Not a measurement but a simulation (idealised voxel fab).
process module | voxel wiring stack
cross-section cut | 240 nm wide | cells 5 nm
A cross-section is a grid of square cells, given in bands from the top down. A band is one or more rows of cells.
Each band's line starts with the height of the band's top and of its bottom, in nm. Then come its materials from left to right, each with its width in nm. One material with "throughout" fills the band from edge to edge. "air" is empty space.
Height 0 is the level under which the wafer as received is all one material. The lowest band goes on downwards, as in "0 down".
A width such as "30 to 40" changes by the same amount from each row of cells to the next, from the band's top row to its bottom row.
"no change" after a step means that no cell of the cross-section changed.
closed voids: empty space of 8 cells or more with no open way to the top, each as width x height at its distance from the left edge, in nm
after a step's settings: what the simulator itself notes on the step
overlay nm, on a step with a mask: how far to the right of its planned place the mask lay; to the left if negative
Each pair below shows a cross-section before one step and the cross-section after it, down to the lowest band that changed. The line under each pair gives the step between them, with its settings. The pairs can come from different runs of this module on the same starting wafer, so a pair continues from the pair above only where its "before" says so.
before
  135 to 120: resist 30 | air 15 | resist 85 | air 15 | resist 95
  120 to 90: SiO2 30 | air 15 | SiO2 85 | air 15 | SiO2 95
  90 to 85: SiCN throughout
  85 to 65: lowk 25 | SiCN 5 | Ru 30 | SiCN 5 | lowk 10 | SiCN 5 | Ru 30 | SiCN 5 | lowk 10 | SiCN 5 | Ru 30 | SiCN 5 | lowk 10 | SiCN 5 | Ru 30 | SiCN 5 | lowk 25
  65 to 60: SiCN 30 | TiN 30 | SiCN 20 | TiN 30 | SiCN 20 | TiN 30 | SiCN 20 | TiN 30 | SiCN 30
  60 to 45: SiO2 30 | TiN 5 | Ru 5 | TiN 5 | SiO2 35 | TiN 5 | Ru 5 | TiN 5 | SiO2 35 | TiN 5 | Ru 5 | TiN 5 | SiO2 35 | TiN 5 | Ru 5 | TiN 5 | SiO2 45
  45 to 40: SiCN 30 | TiN 15 | SiCN 35 | TiN 15 | SiCN 35 | TiN 15 | SiCN 35 | TiN 15 | SiCN 45
  40 to 25: SiO2 30 | TiN 5 | Cu 20 | TiN 5 | SiO2 20 | TiN 5 | Cu 20 | TiN 5 | SiO2 20 | TiN 5 | Cu 20 | TiN 5 | SiO2 20 | TiN 5 | Cu 20 | TiN 5 | SiO2 30
  25 to 20: SiO2 30 | TiN 30 | SiO2 20 | TiN 30 | SiO2 20 | TiN 30 | SiO2 20 | TiN 30 | SiO2 30
  20 to 15: SiCN throughout
  15 to 0: SiO2 throughout
  0 down: Si throughout
  closed voids: none
after
  120 to 90: SiO2 30 | air 15 | SiO2 85 | air 15 | SiO2 95
  below 90: unchanged
  closed voids: none
the step between: op STRIP | etch materials resist
before: the cross-section after the pair above
after
  140 to 120: resist 30 | air 30 | resist 20 | air 30 | resist 20 | air 30 | resist 20 | air 30 | resist 30
  below 120: unchanged
  closed voids: none
the step between: op PATTERN | tone open | mask id METAL_3 | material resist | width nm 30 | pitch nm 50 | thk nm 20 | overlay nm 0
before: the cross-section after the pair above
after
  140 to 120: resist 30 | air 30 | resist 20 | air 30 | resist 20 | air 30 | resist 20 | air 30 | resist 30
  120 to 100: SiO2 30 | air 30 | SiO2 20 | air 30 | SiO2 20 | air 30 | SiO2 20 | air 30 | SiO2 30
  below 100: unchanged
  closed voids: none
the step between: op DIRECTIONAL_ETCH | etch materials SiO2 | depth nm 20
before: the cross-section after the pair above
after
  140 to 120: resist 30 | air 30 | resist 20 | air 30 | resist 20 | air 30 | resist 20 | air 30 | resist 30
  120 to 100: SiO2 30 | air 30 | SiO2 20 | air 30 | SiO2 20 | air 30 | SiO2 20 | air 30 | SiO2 30
  100 to 90: SiO2 30 | air 15 | SiO2 85 | air 15 | SiO2 95
  90 to 85: SiCN 30 | air 15 | SiCN 85 | air 15 | SiCN 95
  below 85: unchanged
  closed voids: none
the step between: op DIRECTIONAL_ETCH | etch materials SiCN | depth nm 5
before: the cross-section after the pair above
after
  120 to 100: SiO2 30 | air 30 | SiO2 20 | air 30 | SiO2 20 | air 30 | SiO2 20 | air 30 | SiO2 30
  below 100: unchanged
  closed voids: none
the step between: op STRIP | etch materials resist
before: the cross-section after the pair above
after
  125 to 120: TiN 35 | air 20 | TiN 30 | air 20 | TiN 30 | air 20 | TiN 30 | air 20 | TiN 35
  120 to 105: SiO2 30 | TiN 5 | air 20 | TiN 5 | SiO2 20 | TiN 5 | air 20 | TiN 5 | SiO2 20 | TiN 5 | air 20 | TiN 5 | SiO2 20 | TiN 5 | air 20 | TiN 5 | SiO2 30
  105 to 100: SiO2 30 | TiN 5 | air 5 | TiN 20 | SiO2 20 | TiN 30 | SiO2 20 | TiN 5 | air 5 | TiN 20 | SiO2 20 | TiN 30 | SiO2 30
  100 to 90: SiO2 30 | TiN 5 | air 5 | TiN 5 | SiO2 85 | TiN 5 | air 5 | TiN 5 | SiO2 95
  90 to 85: SiCN 30 | TiN 15 | SiCN 85 | TiN 15 | SiCN 95
  below 85: unchanged
  closed voids: none
the step between: op CONFORMAL_DEP | material TiN | thk nm 5
before: the cross-section after the pair above
after
  135 to 125: Cu throughout
  125 to 120: TiN 35 | Cu 20 | TiN 30 | Cu 20 | TiN 30 | Cu 20 | TiN 30 | Cu 20 | TiN 35
  120 to 105: SiO2 30 | TiN 5 | Cu 20 | TiN 5 | SiO2 20 | TiN 5 | Cu 20 | TiN 5 | SiO2 20 | TiN 5 | Cu 20 | TiN 5 | SiO2 20 | TiN 5 | Cu 20 | TiN 5 | SiO2 30
  105 to 100: SiO2 30 | TiN 5 | Cu 5 | TiN 20 | SiO2 20 | TiN 30 | SiO2 20 | TiN 5 | Cu 5 | TiN 20 | SiO2 20 | TiN 30 | SiO2 30
  100 to 90: SiO2 30 | TiN 5 | Cu 5 | TiN 5 | SiO2 85 | TiN 5 | Cu 5 | TiN 5 | SiO2 95
  below 90: unchanged
  closed voids: none
the step between: op FILL_DEP | material Cu | thk nm 10
before: the cross-section after the pair above
after
  120 to 105: SiO2 30 | TiN 5 | Cu 20 | TiN 5 | SiO2 20 | TiN 5 | Cu 20 | TiN 5 | SiO2 20 | TiN 5 | Cu 20 | TiN 5 | SiO2 20 | TiN 5 | Cu 20 | TiN 5 | SiO2 30
  below 105: unchanged
  closed voids: none
the step between: op CMP | height nm 120
before: the cross-section after the pair above
after
  125 to 120: SiCN throughout
  below 120: unchanged
  closed voids: none
the step between: op CONFORMAL_DEP | material SiCN | thk nm 5
before
  40 to 20: SiO2 throughout
  20 to 15: SiN throughout
  15 to 0: SiO2 throughout
  0 down: Si throughout
  closed voids: none
after
  40 to 20: air 30 | SiO2 30 | air 20 | SiO2 30 | air 20 | SiO2 30 | air 20 | SiO2 30 | air 30
  below 20: unchanged
  closed voids: none
the step between: op MASKED_ETCH | tone cover | mask id METAL_1 | width nm 30 | pitch nm 50 | etch materials SiO2 | depth nm 20 | overlay nm 0
before: the cross-section after the pair above
after
  45 to 40: air 25 | TiN 40 | air 10 | TiN 40 | air 10 | TiN 40 | air 10 | TiN 40 | air 25
  40 to 25: air 25 | TiN 5 | SiO2 30 | TiN 5 | air 10 | TiN 5 | SiO2 30 | TiN 5 | air 10 | TiN 5 | SiO2 30 | TiN 5 | air 10 | TiN 5 | SiO2 30 | TiN 5 | air 25
  25 to 20: TiN 30 | SiO2 30 | TiN 20 | SiO2 30 | TiN 20 | SiO2 30 | TiN 20 | SiO2 30 | TiN 30
  below 20: unchanged
  closed voids: none
the step between: op CONFORMAL_DEP | material TiN | thk nm 5
before: the cross-section after the pair above
after
  50 to 45: Cu throughout
  45 to 40: Cu 25 | TiN 40 | Cu 10 | TiN 40 | Cu 10 | TiN 40 | Cu 10 | TiN 40 | Cu 25
  40 to 25: Cu 25 | TiN 5 | SiO2 30 | TiN 5 | Cu 10 | TiN 5 | SiO2 30 | TiN 5 | Cu 10 | TiN 5 | SiO2 30 | TiN 5 | Cu 10 | TiN 5 | SiO2 30 | TiN 5 | Cu 25
  below 25: unchanged
  closed voids: none
the step between: op FILL_DEP | material Cu | thk nm 5
before: the cross-section after the pair above
after
  40 to 25: Cu 25 | TiN 5 | SiO2 30 | TiN 5 | Cu 10 | TiN 5 | SiO2 30 | TiN 5 | Cu 10 | TiN 5 | SiO2 30 | TiN 5 | Cu 10 | TiN 5 | SiO2 30 | TiN 5 | Cu 25
  below 25: unchanged
  closed voids: none
the step between: op CMP | height nm 40
before: the cross-section after the pair above
after
  45 to 40: SiCN throughout
  below 40: unchanged
  closed voids: none
the step between: op CONFORMAL_DEP | material SiCN | thk nm 5
before: the cross-section after the pair above
after
  60 to 45: SiO2 throughout
  below 45: unchanged
  closed voids: none
the step between: op DIRECTIONAL_DEP | material SiO2 | thk nm 15
before: the cross-section after the pair above
after
  75 to 60: resist 30 | air 15 | resist 35 | air 15 | resist 35 | air 15 | resist 35 | air 15 | resist 45
  below 60: unchanged
  closed voids: none
the step between: op PATTERN | tone open | mask id PLUG_1 | material resist | width nm 15 | pitch nm 50 | thk nm 15 | overlay nm 0
before: the cross-section after the pair above
after
  75 to 60: resist 30 | air 15 | resist 35 | air 15 | resist 35 | air 15 | resist 35 | air 15 | resist 45
  60 to 45: SiO2 30 | air 15 | SiO2 35 | air 15 | SiO2 35 | air 15 | SiO2 35 | air 15 | SiO2 45
  below 45: unchanged
  closed voids: none
the step between: op DIRECTIONAL_ETCH | etch materials SiO2 | depth nm 15
before: the cross-section after the pair above
after
  75 to 60: resist 30 | air 15 | resist 35 | air 15 | resist 35 | air 15 | resist 35 | air 15 | resist 45
  60 to 45: SiO2 30 | air 15 | SiO2 35 | air 15 | SiO2 35 | air 15 | SiO2 35 | air 15 | SiO2 45
  45 to 40: SiCN 30 | air 15 | SiCN 35 | air 15 | SiCN 35 | air 15 | SiCN 35 | air 15 | SiCN 45
  below 40: unchanged
  closed voids: none
the step between: op DIRECTIONAL_ETCH | etch materials SiCN | depth nm 5
before: the cross-section after the pair above
after
  60 to 45: SiO2 30 | air 15 | SiO2 35 | air 15 | SiO2 35 | air 15 | SiO2 35 | air 15 | SiO2 45
  below 45: unchanged
  closed voids: none
the step between: op STRIP | etch materials resist
before: the cross-section after the pair above
after
  65 to 60: TiN 35 | air 5 | TiN 45 | air 5 | TiN 45 | air 5 | TiN 45 | air 5 | TiN 50
  60 to 45: SiO2 30 | TiN 5 | air 5 | TiN 5 | SiO2 35 | TiN 5 | air 5 | TiN 5 | SiO2 35 | TiN 5 | air 5 | TiN 5 | SiO2 35 | TiN 5 | air 5 | TiN 5 | SiO2 45
  45 to 40: SiCN 30 | TiN 15 | SiCN 35 | TiN 15 | SiCN 35 | TiN 15 | SiCN 35 | TiN 15 | SiCN 45
  below 40: unchanged
  closed voids: none
the step between: op CONFORMAL_DEP | material TiN | thk nm 5
before: the cross-section after the pair above
after
  70 to 65: Ru throughout
  65 to 60: TiN 35 | Ru 5 | TiN 45 | Ru 5 | TiN 45 | Ru 5 | TiN 45 | Ru 5 | TiN 50
  60 to 45: SiO2 30 | TiN 5 | Ru 5 | TiN 5 | SiO2 35 | TiN 5 | Ru 5 | TiN 5 | SiO2 35 | TiN 5 | Ru 5 | TiN 5 | SiO2 35 | TiN 5 | Ru 5 | TiN 5 | SiO2 45
  below 45: unchanged
  closed voids: none
the step between: op FILL_DEP | material Ru | thk nm 5
before: the cross-section after the pair above
after
  60 to 45: SiO2 30 | TiN 5 | Ru 5 | TiN 5 | SiO2 35 | TiN 5 | Ru 5 | TiN 5 | SiO2 35 | TiN 5 | Ru 5 | TiN 5 | SiO2 35 | TiN 5 | Ru 5 | TiN 5 | SiO2 45
  below 45: unchanged
  closed voids: none
the step between: op CMP | height nm 60
before: the cross-section after the pair above
after
  65 to 60: TiN throughout
  below 60: unchanged
  closed voids: none
the step between: op DIRECTIONAL_DEP | material TiN | thk nm 5
before: the cross-section after the pair above
after
  85 to 65: Ru throughout
  below 65: unchanged
  closed voids: none
the step between: op DIRECTIONAL_DEP | material Ru | thk nm 20
before: the cross-section after the pair above
after
  95 to 85: aC throughout
  below 85: unchanged
  closed voids: none
the step between: op DIRECTIONAL_DEP | material aC | thk nm 10
before: the cross-section after the pair above
after
  120 to 95: air 30 | resist 30 | air 20 | resist 30 | air 20 | resist 30 | air 20 | resist 30 | air 30
  below 95: unchanged
  closed voids: none
the step between: op PATTERN | tone cover | mask id METAL_2 | material resist | width nm 30 | pitch nm 50 | thk nm 25 | overlay nm 0
before: the cross-section after the pair above
after
  110 to 95: air 30 | resist 30 | air 20 | resist 30 | air 20 | resist 30 | air 20 | resist 30 | air 30
  95 to 85: air 30 | aC 30 | air 20 | aC 30 | air 20 | aC 30 | air 20 | aC 30 | air 30
  below 85: unchanged
  closed voids: none
the step between: op DIRECTIONAL_ETCH | etch materials aC | depth nm 10
before: the cross-section after the pair above
after
  95 to 85: air 30 | aC 30 | air 20 | aC 30 | air 20 | aC 30 | air 20 | aC 30 | air 30
  below 85: unchanged
  closed voids: none
the step between: op STRIP | etch materials resist
before: the cross-section after the pair above
after
  95 to 85: air 30 | aC 30 | air 20 | aC 30 | air 20 | aC 30 | air 20 | aC 30 | air 30
  85 to 65: air 30 | Ru 30 | air 20 | Ru 30 | air 20 | Ru 30 | air 20 | Ru 30 | air 30
  below 65: unchanged
  closed voids: none
the step between: op DIRECTIONAL_ETCH | etch materials Ru | depth nm 20
before: the cross-section after the pair above
after
  95 to 85: air 30 | aC 30 | air 20 | aC 30 | air 20 | aC 30 | air 20 | aC 30 | air 30
  85 to 65: air 30 | Ru 30 | air 20 | Ru 30 | air 20 | Ru 30 | air 20 | Ru 30 | air 30
  65 to 60: air 30 | TiN 30 | air 20 | TiN 30 | air 20 | TiN 30 | air 20 | TiN 30 | air 30
  below 60: unchanged
  closed voids: none
the step between: op DIRECTIONAL_ETCH | etch materials TiN | depth nm 5
before: the cross-section after the pair above
after
  85 to 65: air 30 | Ru 30 | air 20 | Ru 30 | air 20 | Ru 30 | air 20 | Ru 30 | air 30
  below 65: unchanged
  closed voids: none
the step between: op STRIP | etch materials aC
before: the cross-section after the pair above
after
  90 to 85: air 25 | SiCN 40 | air 10 | SiCN 40 | air 10 | SiCN 40 | air 10 | SiCN 40 | air 25
  85 to 65: air 25 | SiCN 5 | Ru 30 | SiCN 5 | air 10 | SiCN 5 | Ru 30 | SiCN 5 | air 10 | SiCN 5 | Ru 30 | SiCN 5 | air 10 | SiCN 5 | Ru 30 | SiCN 5 | air 25
  65 to 60: SiCN 30 | TiN 30 | SiCN 20 | TiN 30 | SiCN 20 | TiN 30 | SiCN 20 | TiN 30 | SiCN 30
  below 60: unchanged
  closed voids: none
the step between: op CONFORMAL_DEP | material SiCN | thk nm 5
before: the cross-section after the pair above
after
  95 to 90: lowk throughout
  90 to 85: lowk 25 | SiCN 40 | lowk 10 | SiCN 40 | lowk 10 | SiCN 40 | lowk 10 | SiCN 40 | lowk 25
  85 to 65: lowk 25 | SiCN 5 | Ru 30 | SiCN 5 | lowk 10 | SiCN 5 | Ru 30 | SiCN 5 | lowk 10 | SiCN 5 | Ru 30 | SiCN 5 | lowk 10 | SiCN 5 | Ru 30 | SiCN 5 | lowk 25
  below 65: unchanged
  closed voids: none
the step between: op FILL_DEP | material lowk | thk nm 5
before: the cross-section after the pair above
after
  85 to 65: lowk 25 | SiCN 5 | Ru 30 | SiCN 5 | lowk 10 | SiCN 5 | Ru 30 | SiCN 5 | lowk 10 | SiCN 5 | Ru 30 | SiCN 5 | lowk 10 | SiCN 5 | Ru 30 | SiCN 5 | lowk 25
  below 65: unchanged
  closed voids: none
the step between: op CMP | height nm 85
before: the cross-section after the pair above
after
  90 to 85: SiCN throughout
  below 85: unchanged
  closed voids: none
the step between: op CONFORMAL_DEP | material SiCN | thk nm 5
before: the cross-section after the pair above
after
  120 to 90: SiO2 throughout
  below 90: unchanged
  closed voids: none
the step between: op DIRECTIONAL_DEP | material SiO2 | thk nm 30
before: the cross-section after the pair above
after
  135 to 120: resist 30 | air 15 | resist 85 | air 15 | resist 95
  below 120: unchanged
  closed voids: none
the step between: op PATTERN | tone open | mask id METAL_3_HOLES | material resist | width nm 15 | pitch nm 100 | thk nm 15 | overlay nm 0
before: the cross-section after the pair above
after
  135 to 120: resist 30 | air 15 | resist 85 | air 15 | resist 95
  120 to 90: SiO2 30 | air 15 | SiO2 85 | air 15 | SiO2 95
  below 90: unchanged
  closed voids: none
the step between: op DIRECTIONAL_ETCH | etch materials SiO2 | depth nm 30
before: the cross-section after the pair above
after
  120 to 90: SiO2 30 | air 15 | SiO2 85 | air 15 | SiO2 95
  below 90: unchanged
  closed voids: none
the step between: op STRIP | etch materials resist
before: the cross-section after the pair above
after
  140 to 120: resist 30 | air 30 | resist 20 | air 30 | resist 20 | air 30 | resist 20 | air 30 | resist 30
  below 120: unchanged
  closed voids: none
the step between: op PATTERN | tone open | mask id METAL_3 | material resist | width nm 30 | pitch nm 50 | thk nm 20 | overlay nm 0
before: the cross-section after the pair above
after
  140 to 120: resist 30 | air 30 | resist 20 | air 30 | resist 20 | air 30 | resist 20 | air 30 | resist 30
  120 to 100: SiO2 30 | air 30 | SiO2 20 | air 30 | SiO2 20 | air 30 | SiO2 20 | air 30 | SiO2 30
  below 100: unchanged
  closed voids: none
the step between: op DIRECTIONAL_ETCH | etch materials SiO2 | depth nm 20
before: the cross-section after the pair above
after
  140 to 120: resist 30 | air 30 | resist 20 | air 30 | resist 20 | air 30 | resist 20 | air 30 | resist 30
  120 to 100: SiO2 30 | air 30 | SiO2 20 | air 30 | SiO2 20 | air 30 | SiO2 20 | air 30 | SiO2 30
  100 to 90: SiO2 30 | air 15 | SiO2 85 | air 15 | SiO2 95
  90 to 85: SiCN 30 | air 15 | SiCN 85 | air 15 | SiCN 95
  below 85: unchanged
  closed voids: none
the step between: op DIRECTIONAL_ETCH | etch materials SiCN | depth nm 5
before: the cross-section after the pair above
after
  120 to 100: SiO2 30 | air 30 | SiO2 20 | air 30 | SiO2 20 | air 30 | SiO2 20 | air 30 | SiO2 30
  below 100: unchanged
  closed voids: none
the step between: op STRIP | etch materials resist
before: the cross-section after the pair above
after
  125 to 120: TiN 35 | air 20 | TiN 30 | air 20 | TiN 30 | air 20 | TiN 30 | air 20 | TiN 35
  120 to 105: SiO2 30 | TiN 5 | air 20 | TiN 5 | SiO2 20 | TiN 5 | air 20 | TiN 5 | SiO2 20 | TiN 5 | air 20 | TiN 5 | SiO2 20 | TiN 5 | air 20 | TiN 5 | SiO2 30
  105 to 100: SiO2 30 | TiN 5 | air 5 | TiN 20 | SiO2 20 | TiN 30 | SiO2 20 | TiN 5 | air 5 | TiN 20 | SiO2 20 | TiN 30 | SiO2 30
  100 to 90: SiO2 30 | TiN 5 | air 5 | TiN 5 | SiO2 85 | TiN 5 | air 5 | TiN 5 | SiO2 95
  90 to 85: SiCN 30 | TiN 15 | SiCN 85 | TiN 15 | SiCN 95
  below 85: unchanged
  closed voids: none
the step between: op CONFORMAL_DEP | material TiN | thk nm 5
before: the cross-section after the pair above
after
  135 to 125: Cu throughout
  125 to 120: TiN 35 | Cu 20 | TiN 30 | Cu 20 | TiN 30 | Cu 20 | TiN 30 | Cu 20 | TiN 35
  120 to 105: SiO2 30 | TiN 5 | Cu 20 | TiN 5 | SiO2 20 | TiN 5 | Cu 20 | TiN 5 | SiO2 20 | TiN 5 | Cu 20 | TiN 5 | SiO2 20 | TiN 5 | Cu 20 | TiN 5 | SiO2 30
  105 to 100: SiO2 30 | TiN 5 | Cu 5 | TiN 20 | SiO2 20 | TiN 30 | SiO2 20 | TiN 5 | Cu 5 | TiN 20 | SiO2 20 | TiN 30 | SiO2 30
  100 to 90: SiO2 30 | TiN 5 | Cu 5 | TiN 5 | SiO2 85 | TiN 5 | Cu 5 | TiN 5 | SiO2 95
  below 90: unchanged
  closed voids: none
the step between: op FILL_DEP | material Cu | thk nm 10
before: the cross-section after the pair above
after
  120 to 105: SiO2 30 | TiN 5 | Cu 20 | TiN 5 | SiO2 20 | TiN 5 | Cu 20 | TiN 5 | SiO2 20 | TiN 5 | Cu 20 | TiN 5 | SiO2 20 | TiN 5 | Cu 20 | TiN 5 | SiO2 30
  below 105: unchanged
  closed voids: none
the step between: op CMP | height nm 120
before: the cross-section after the pair above
after
  125 to 120: SiCN throughout
  below 120: unchanged
  closed voids: none
the step between: op CONFORMAL_DEP | material SiCN | thk nm 5
